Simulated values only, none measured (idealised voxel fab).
Process module, titled voxel air gaps
The figure presents cross-section cut, which has a width of 265 nm and is divided into square cells with an edge length of 5 nm.
Reading order for cross-sections: top band down to bottom band. Underlying form: a grid of square cells. Band size: one or more rows of cells. Heights first: top, then bottom, in nm. Then materials, left to right, each with a width in nm. "edge to edge" on a single material: fills the band edge to edge. "empty": empty space. Heights are expressed relative to 0, this being the level below which the as-received wafer comprises one material exclusively. The lowest band is unbounded in the downward direction and is denoted as in "z 0 and below". Quick explanation for "30..40": the width changes in equal steps down the rows of cells, from the first number in the band's top row to the second number in its bottom row. "no alteration" means the step left every cell of the cross-section as it was. "Enclosed void catalog": sealed empty spaces, 8 cells or more, no open way to top, listed width x height at distance, with distance from the left edge and width, height and distance in nm. Formally, on a step line, whatever follows the settings is a remark that the simulator itself makes on the step. overlay nm: where the mask lay relative to plan, measured to the right, on steps with a mask; negatives go left.

THESE ARE THE STEPS WE PLANNED FOR THE PROCESS
1. RECEIVE,material Si
2. CONFORMAL_DEP,material SiO2,thk nm 15
3. CONFORMAL_DEP,material SiN,thk nm 5
4. DIRECTIONAL_DEP,material SiO2,thk nm 40
5. DIRECTIONAL_DEP,material aC,thk nm 15
6. PATTERN,tone open,mask id LINES,material resist,width nm 25,pitch nm 55,thk nm 35,overlay nm 0
7. DIRECTIONAL_ETCH,etch materials aC,depth nm 15
8. STRIP,etch materials resist
9. DIRECTIONAL_ETCH,etch materials SiO2,depth nm 40
10. STRIP,etch materials aC
11. CONFORMAL_DEP,material TiN,thk nm 5
12. FILL_DEP,material W,thk nm 10
13. CMP,height nm 60
14. EPI,material Ru,thk nm 10
15. SELECTIVE_ETCH,etch materials SiO2,depth nm 50
16. CONFORMAL_DEP,material SiCN,thk nm 5
Among the wafers covered here, the point of difference is the thk nm at step 11; their starting state is shared, and the plan presents the value of the first wafer.

FIRST OF SEVERAL WAFERS, RECEIVED AFTER STEP 1, IN CROSS-SECTION
	z 0 and below = Si edge to edge
	Enclosed void catalog: none

THE TABLE BELOW HAS ONE ROW FOR EACH WAFER; A ROW SHOWS, AS OF THE END OF THE MODULE, HOW MANY CELLS OF EACH MATERIAL THE WAFER HAS GAINED, MARKED (+), OR LOST, MARKED (-), SINCE IT WAS RECEIVED, AND THEN THE WAFER'S CLOSED VOIDS
thk nm 5 | +72 Ru | +165 SiCN | +53 SiN | +159 SiO2 | +76 TiN | +84 W | Enclosed void catalog: 20 x 30 at 65; 20 x 30 at 120; 20 x 30 at 175
thk nm 10 | +72 Ru | +165 SiCN | +53 SiN | +159 SiO2 | +136 TiN | +24 W | Enclosed void catalog: 20 x 30 at 65; 20 x 30 at 120; 20 x 30 at 175
thk nm 15 | +72 Ru | +165 SiCN | +53 SiN | +159 SiO2 | +160 TiN | Enclosed void catalog: 20 x 30 at 65; 20 x 30 at 120; 20 x 30 at 175
thk nm 20 | +72 Ru | +165 SiCN | +53 SiN | +159 SiO2 | +160 TiN | Enclosed void catalog: 20 x 30 at 65; 20 x 30 at 120; 20 x 30 at 175
